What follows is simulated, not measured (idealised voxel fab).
The name of this process module is voxel spacer lines.
cross-section cut | 225 nm wide | cells 5 nm
Cross-section, as written here: a square-cell grid given band by band from the top down, where a band holds one or more rows of cells.
First you get the band's top height and its bottom height, in nm, and then the materials it's made of, left to right, with each width in nm. If you see a single material with "all across", that one covers the band edge to edge. "empty" is empty space.
The reference from which all heights are counted is 0, the level beneath which the as-received wafer is entirely one material; the lowest band, having no lower bound, proceeds downward and is written after the example "0 nm and below".
So if you see something like "30..40" for the width, read it as the top row of the band sitting at the first number and the bottom row at the second, with every row in between moving by the same amount as the last.
"stayed the same" -> step changed no cross-section cell.
Voids not open to the top, 8 cells minimum: see "Sealed void inventory". Written width x height at distance; distance is from the left edge; nm.
Heads up: the bit after the settings on a step's line is the simulator's remark on that step.
The line of a step may include "overlay nm". On a step with a mask, this value is how far to the right of its planned place the mask lay. A negative value means the mask lay to the left.
# Planned process steps
1: RECEIVE with material Si
2: CONFORMAL_DEP with material Al2O3, thk nm 10
3: DIRECTIONAL_DEP with material TiN, thk nm 10
4: DIRECTIONAL_DEP with material polySi, thk nm 30
5: PATTERN with tone cover, mask id MANDREL, material resist, width nm 25, pitch nm 70, thk nm 40, overlay nm 0
6: DIRECTIONAL_ETCH with etch materials polySi, depth nm 30
7: STRIP with etch materials resist
8: CONFORMAL_DEP with material SiO2, thk nm 10
9: DIRECTIONAL_ETCH with etch materials SiO2, depth nm 10
10: STRIP with etch materials polySi
11: DIRECTIONAL_ETCH with etch materials TiN, depth nm 10
12: STRIP with etch materials SiO2
# Cross-section of the incoming wafer, state after step 1
    0 nm and below = Si all across
    Sealed void inventory: none
# Wafer at module end, in section. Began as above, planned as above, run with one mistake
    20 nm to 10 nm = 30 of empty | 10 of TiN | 5 of empty | 10 of TiN | 45 of empty | 10 of TiN | 5 of empty | 10 of TiN | 45 of empty | 10 of TiN | 5 of empty | 10 of TiN | 30 of empty
    10 nm to 0 nm = Al2O3 all across
    0 nm and below = Si all across
    Sealed void inventory: none
Misprocessing identified: note that step 5 departed from the planned setting and was carried out as PATTERN with tone open, mask id MANDREL, material resist, width nm 25, pitch nm 70, thk nm 40, overlay nm 0
